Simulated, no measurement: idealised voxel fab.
process module | voxel self aligned contacts
cross-section cut | 260 nm wide | cells 5 nm
A cross-section is a grid of square cells, given in bands from the top down. A band is one or more rows of cells.
Each band's line starts with the height of the band's top and of its bottom, in nm. Then come its materials from left to right, each with its width in nm. One material with "throughout" fills the band from edge to edge. "air" is empty space.
Height 0 is the level under which the wafer as received is all one material. The lowest band goes on downwards, as in "0 down".
A width such as "30 to 40" changes by the same amount from each row of cells to the next, from the band's top row to its bottom row.
"no change" after a step means that no cell of the cross-section changed.
closed voids: empty space of 8 cells or more with no open way to the top, each as width x height at its distance from the left edge, in nm
after a step's settings: what the simulator itself notes on the step
overlay nm, on a step with a mask: how far to the right of its planned place the mask lay; to the left if negative
plan
1 op RECEIVE | material Si
2 op OXIDIZE | depth nm 5
3 op DIRECTIONAL_DEP | material polySi | thk nm 30
4 op DIRECTIONAL_DEP | material SiN | thk nm 25
5 op PATTERN | tone cover | mask id GATE | material resist | width nm 25 | pitch nm 70 | thk nm 15 | overlay nm 0
6 op DIRECTIONAL_ETCH | etch materials SiN | depth nm 25
7 op DIRECTIONAL_ETCH | etch materials polySi | depth nm 30
8 op STRIP | etch materials resist
9 op CONFORMAL_DEP | material SiN | thk nm 10
10 op DIRECTIONAL_ETCH | etch materials SiN | depth nm 10
11 op FILL_DEP | material SiO2 | thk nm 15
12 op CMP | height nm 65
13 op MASKED_ETCH | tone open | mask id CONTACT | width nm 55 | pitch nm 70 | etch materials SiO2 | depth nm 70 | overlay nm 0
14 op CONFORMAL_DEP | material TiN | thk nm 5
15 op FILL_DEP | material W | thk nm 10
16 op CMP | height nm 65
17 op CONFORMAL_DEP | material SiN | thk nm 5
as received, after step 1
  0 down: Si throughout
  closed voids: none
a wafer at the end: this start, this plan, one mistake
  70 to 65: SiN throughout
  65 to 60: SiO2 35 | SiN 45 | TiN 5 | W 15 | TiN 5 | SiN 45 | TiN 5 | W 15 | TiN 5 | SiN 45 | SiO2 40
  60 to 35: SiO2 35 | SiN 10 | polySi 25 | SiN 10 | TiN 5 | W 15 | TiN 5 | SiN 10 | polySi 25 | SiN 10 | TiN 5 | W 15 | TiN 5 | SiN 10 | polySi 25 | SiN 10 | SiO2 40
  35 to 30: SiO2 35 | SiN 10 | polySi 25 | SiN 10 | TiN 25 | SiN 10 | polySi 25 | SiN 10 | TiN 25 | SiN 10 | polySi 25 | SiN 10 | SiO2 40
  30 to 0: polySi throughout
  0 to -5: SiO2 throughout
  -5 down: Si throughout
  closed voids: none
what went wrong: step 3 was run twice
